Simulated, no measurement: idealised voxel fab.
Process module, titled voxel gate over fins
Shown is cross-section cut, with a width of 220 nm and square cells of size 5 nm.
Just so we're on the same page, the cross-sections are grids of square cells, and they're listed out in bands top to bottom, each band one or more rows deep.
The band entry comprises the height of the band's top followed by the height of its bottom, expressed in nm, and subsequently the band's materials from left to right, each stated together with its width in nm. Where a single material is marked with the word "edge to edge", that material fills the band from edge to edge. The word "empty" represents empty space.
Note: height 0 marks the level under which the wafer is uniformly one material as received. Lowest band unbounded below, written "0 down".
The width entry "30..40" should be interpreted row by row: the top row of cells in the band takes the first number, the bottom row takes the second number, and the change between adjacent rows is uniform throughout.
"no alterations made", as given for a step, is the statement that not any cell of the cross-section underwent a change during that step.
Under "Closed void entries" you'll find the enclosed gaps, the ones with no way out to the top, that are 8 cells or bigger; each reads width x height at distance, with distance counted from the left edge, everything in nm.
Anything after a step's settings on that line? It's the simulator's own note about the step.
The optional step-line setting "overlay nm" applies to steps with a mask and quantifies how far to the right of its planned location the mask lay, a negative value indicating leftward placement.
List of planned process steps
1: RECEIVE (material Si)
2: CONFORMAL_DEP (material SiN; thk nm 10)
3: PATTERN (tone cover; mask id FINS; material resist; width nm 15; pitch nm 55; thk nm 15; overlay nm 0)
4: DIRECTIONAL_ETCH (etch materials SiN; depth nm 10)
5: DIRECTIONAL_ETCH (etch materials Si; depth nm 30)
6: STRIP (etch materials resist)
7: FILL_DEP (material SiO2; thk nm 5)
8: CMP (height nm 10)
9: PATTERN (tone open; mask id RAIL; material resist; width nm 15; thk nm 20; overlay nm 0)
10: DIRECTIONAL_ETCH (etch materials SiO2; depth nm 35)
11: STRIP (etch materials resist)
12: CONFORMAL_DEP (material TiN; thk nm 5)
13: FILL_DEP (material W; thk nm 5)
14: CMP (height nm 10)
15: SELECTIVE_ETCH (etch materials W Ru TiN; depth nm 30)
16: FILL_DEP (material SiO2; thk nm 5)
17: CMP (height nm 10)
18: SELECTIVE_ETCH (etch materials SiO2; depth nm 20)
19: STRIP (etch materials SiN)
20: CONFORMAL_DEP (material HfO2; thk nm 5)
21: CONFORMAL_DEP (material TiN; thk nm 5)
22: FILL_DEP (material W; thk nm 15)
23: CMP (height nm 20)
24: CONFORMAL_DEP (material SiCN; thk nm 10)
Wafer at receipt (post step 1), cross-section
    0 down = Si edge to edge
    Closed void entries: none
As-planned run: cross-section of the first of two wafers at end of module
    30 to 20 = SiCN edge to edge
    20 to 10 = W edge to edge
    10 to 5 = 35 W  35 TiN  20 W  35 TiN  20 W  35 TiN  40 W
    5 to 0 = 35 W  5 TiN  25 HfO2  5 TiN  20 W  5 TiN  25 HfO2  5 TiN  20 W  5 TiN  25 HfO2  5 TiN  40 W
    0 to -5 = 40 TiN  5 HfO2  15 Si  5 HfO2  30 TiN  5 HfO2  15 Si  5 HfO2  30 TiN  5 HfO2  15 Si  5 HfO2  45 TiN
    -5 to -10 = 45 HfO2  15 Si  40 HfO2  15 Si  40 HfO2  15 Si  50 HfO2
    -10 to -20 = 45 SiO2  15 Si  40 SiO2  15 Si  40 SiO2  15 Si  50 SiO2
    -20 to -25 = 45 SiO2  15 Si  10 SiO2  15 TiN  15 SiO2  15 Si  40 SiO2  15 Si  50 SiO2
    -25 to -30 = 45 SiO2  15 Si  40 SiO2  15 Si  40 SiO2  15 Si  50 SiO2
    -30 down = Si edge to edge
    Closed void entries: none
This is the second of the two wafers, cross-sectioned at the end of the module; it started exactly like the first and was given the same plan, but it was run with one mistake
    30 to 20 = SiCN edge to edge
    20 to 10 = W edge to edge
    10 to 5 = 35 W  35 TiN  20 W  35 TiN  20 W  35 TiN  40 W
    5 to 0 = 35 W  5 TiN  25 HfO2  5 TiN  20 W  5 TiN  25 HfO2  5 TiN  20 W  5 TiN  25 HfO2  5 TiN  40 W
    0 to -5 = 40 TiN  5 HfO2  15 Si  5 HfO2  5 TiN  20 W  5 TiN  5 HfO2  15 Si  5 HfO2  5 TiN  20 W  5 TiN  5 HfO2  15 Si  5 HfO2  45 TiN
    -5 to -10 = 30 HfO2  10 TiN  5 HfO2  15 Si  5 HfO2  5 TiN  20 W  5 TiN  5 HfO2  15 Si  5 HfO2  5 TiN  20 W  5 TiN  5 HfO2  15 Si  5 HfO2  10 TiN  35 HfO2
    -10 to -15 = 25 SiO2  5 HfO2  10 TiN  5 HfO2  15 Si  5 HfO2  30 TiN  5 HfO2  15 Si  5 HfO2  30 TiN  5 HfO2  15 Si  5 HfO2  10 TiN  5 HfO2  30 SiO2
    -15 to -20 = 25 SiO2  20 HfO2  15 Si  40 HfO2  15 Si  40 HfO2  15 Si  20 HfO2  30 SiO2
    -20 to -25 = 45 SiO2  15 Si  10 SiO2  15 TiN  15 SiO2  15 Si  40 SiO2  15 Si  50 SiO2
    -25 to -30 = 45 SiO2  15 Si  40 SiO2  15 Si  40 SiO2  15 Si  50 SiO2
    -30 down = Si edge to edge
    Closed void entries: none
The plan and the run diverged here: mixed up steps 18 and 19 - ran each in the other's place
The second wafer ends with more or fewer cells of some materials than the first, per final count: HfO2: 16 more, SiO2: 48 fewer, TiN: 16 more, W: 16 more
